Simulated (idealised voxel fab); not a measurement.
The following is a process module called voxel capacitor over wiring.
Xsec cut, 250 nm wide, square cell size 5 nm.
Think of the cross-section as a grid of square cells. We describe it in bands, top to bottom, and each band covers one or more rows of those cells.
Look at the band entry: it leads with the top's height and the bottom's height in nm. Then it lists the materials left to right, with a width in nm for each. The word "all across" on a single material says that material fills the band edge to edge. The word "empty" is empty space.
Basically, 0 is our baseline, since under it the wafer straight out of the box is all one material. The bottom band has no lower end and keeps on going down, so it looks like "0 and below".
The width entry "30 to 40" should be interpreted row by row: the top row of cells in the band takes the first number, the bottom row takes the second number, and the change between adjacent rows is uniform throughout.
The cross-section has no changed cell in any step marked "identical to before".
Empty spaces without an open route to the top, at least 8 cells in extent, make up the entry "Voids, sealed"; each is given as width x height at distance, where the distance is measured from the left edge, and all are in nm.
The remark found on a step's line after its settings is issued by the simulator itself and pertains to that step.
The optional step-line setting "overlay nm" applies to steps with a mask and quantifies how far to the right of its planned location the mask lay, a negative value indicating leftward placement.
## Set out below are the planned steps of the process
1) RECEIVE with material Si
2) CONFORMAL_DEP with material SiO2, thk nm 10
3) DIRECTIONAL_DEP with material TiN, thk nm 5
4) DIRECTIONAL_DEP with material W, thk nm 15
5) DIRECTIONAL_DEP with material aC, thk nm 15
6) PATTERN with tone cover, mask id METAL_1, material resist, width nm 20, pitch nm 70, thk nm 30, overlay nm 0
7) DIRECTIONAL_ETCH with etch materials aC, depth nm 15
8) STRIP with etch materials resist
9) DIRECTIONAL_ETCH with etch materials W, depth nm 15
10) DIRECTIONAL_ETCH with etch materials TiN, depth nm 5
11) STRIP with etch materials aC
12) FILL_DEP with material lowk, thk nm 5
13) CMP with height nm 30
14) CONFORMAL_DEP with material SiCN, thk nm 5
15) DIRECTIONAL_DEP with material lowk, thk nm 10
16) DIRECTIONAL_DEP with material aC, thk nm 15
17) PATTERN with tone open, mask id PLUG_1, material resist, width nm 15, thk nm 35, overlay nm 0
18) DIRECTIONAL_ETCH with etch materials aC, depth nm 15
19) STRIP with etch materials resist
20) DIRECTIONAL_ETCH with etch materials lowk, depth nm 10
21) DIRECTIONAL_ETCH with etch materials SiCN, depth nm 5
22) STRIP with etch materials aC
23) CONFORMAL_DEP with material TiN, thk nm 5
24) FILL_DEP with material Ru, thk nm 10
25) CMP with height nm 45
26) DIRECTIONAL_DEP with material TiN, thk nm 10
27) DIRECTIONAL_DEP with material Al2O3, thk nm 5
28) DIRECTIONAL_DEP with material TiN, thk nm 5
29) PATTERN with tone cover, mask id UPPER_PLATE, material resist, width nm 55, thk nm 20, overlay nm 0
30) DIRECTIONAL_ETCH with etch materials TiN, depth nm 5
31) DIRECTIONAL_ETCH with etch materials Al2O3, depth nm 5
32) STRIP with etch materials resist
33) PATTERN with tone cover, mask id LOWER_PLATE, material resist, width nm 65, thk nm 20, overlay nm 0
34) DIRECTIONAL_ETCH with etch materials TiN, depth nm 10
35) STRIP with etch materials resist
36) FILL_DEP with material SiO2, thk nm 20
37) CMP with height nm 80
38) MASKED_ETCH with tone open, mask id PLUG_2, width nm 15, etch materials SiO2, depth nm 15, overlay nm 0
39) CONFORMAL_DEP with material TiN, thk nm 5
40) FILL_DEP with material W, thk nm 5
41) CMP with height nm 80
42) CONFORMAL_DEP with material SiCN, thk nm 5
## Wafer as received: cross-section following step 1
0 and below | Si all across
Voids, sealed: none
## Same starting wafer, same plan as above, one mistake in the execution; this is the cross-section at the end of the module
85 down to 80 | SiCN all across
80 down to 70 | SiO2 (95), TiN (5), W (5), TiN (5), SiO2 (140)
70 down to 65 | SiO2 (95), TiN (15), SiO2 (140)
65 down to 60 | SiCN all across
60 down to 55 | Al2O3 all across
55 down to 45 | TiN all across
45 down to 35 | lowk (85), TiN (5), Ru (5), TiN (5), lowk (150)
35 down to 30 | SiCN (85), TiN (15), SiCN (150)
30 down to 15 | lowk (80), W (20), lowk (50), W (20), lowk (80)
15 down to 10 | lowk (80), TiN (20), lowk (50), TiN (20), lowk (80)
10 down to 0 | SiO2 all across
0 and below | Si all across
Voids, sealed: none
Which mistake was made when the wafer was run? step 28 ran with different settings than intended, the actual operation and settings being DIRECTIONAL_DEP with material SiCN, thk nm 5
